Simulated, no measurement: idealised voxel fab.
process module | voxel quadruple lines
cross-section cut | 165 nm wide | cells 5 nm
A cross-section is a grid of square cells, given in bands from the top down. A band is one or more rows of cells.
Each band's line starts with the height of the band's top and of its bottom, in nm. Then come its materials from left to right, each with its width in nm. One material with "throughout" fills the band from edge to edge. "air" is empty space.
Height 0 is the level under which the wafer as received is all one material. The lowest band goes on downwards, as in "0 down".
A width such as "30 to 40" changes by the same amount from each row of cells to the next, from the band's top row to its bottom row.
"no change" after a step means that no cell of the cross-section changed.
closed voids: empty space of 8 cells or more with no open way to the top, each as width x height at its distance from the left edge, in nm
after a step's settings: what the simulator itself notes on the step
overlay nm, on a step with a mask: how far to the right of its planned place the mask lay; to the left if negative
plan
1 op RECEIVE | material Si
2 op CONFORMAL_DEP | material SiO2 | thk nm 10
3 op DIRECTIONAL_DEP | material Ru | thk nm 10
4 op DIRECTIONAL_DEP | material polySi | thk nm 20
5 op DIRECTIONAL_DEP | material aC | thk nm 25
6 op PATTERN | tone cover | mask id MANDREL | material resist | width nm 25 | thk nm 35 | overlay nm 0
7 op DIRECTIONAL_ETCH | etch materials aC | depth nm 25
8 op STRIP | etch materials resist
9 op CONFORMAL_DEP | material SiO2 | thk nm 15
10 op DIRECTIONAL_ETCH | etch materials SiO2 | depth nm 15
11 op STRIP | etch materials aC
12 op DIRECTIONAL_ETCH | etch materials polySi | depth nm 20
13 op STRIP | etch materials SiO2
14 op CONFORMAL_DEP | material SiN | thk nm 5
15 op DIRECTIONAL_ETCH | etch materials SiN | depth nm 5
16 op STRIP | etch materials polySi
17 op DIRECTIONAL_ETCH | etch materials Ru | depth nm 10
18 op STRIP | etch materials SiN
19 op FILL_DEP | material lowk | thk nm 10
20 op CMP | height nm 20
as received, after step 1
  0 down: Si throughout
  closed voids: none
first wafer at the end, as planned
  20 to 10: lowk 50 | Ru 5 | lowk 15 | Ru 5 | lowk 15 | Ru 5 | lowk 15 | Ru 5 | lowk 50
  10 to 0: SiO2 throughout
  0 down: Si throughout
  closed voids: none
second wafer at the end: like start, like plan, one mistake
  20 to 10: polySi throughout
  10 to 0: SiO2 throughout
  0 down: Si throughout
  closed voids: none
what went wrong: steps 3 and 4 were swapped
at the end the second wafer has, in cells: 8 fewer of Ru | 58 fewer of lowk | 66 more of polySi
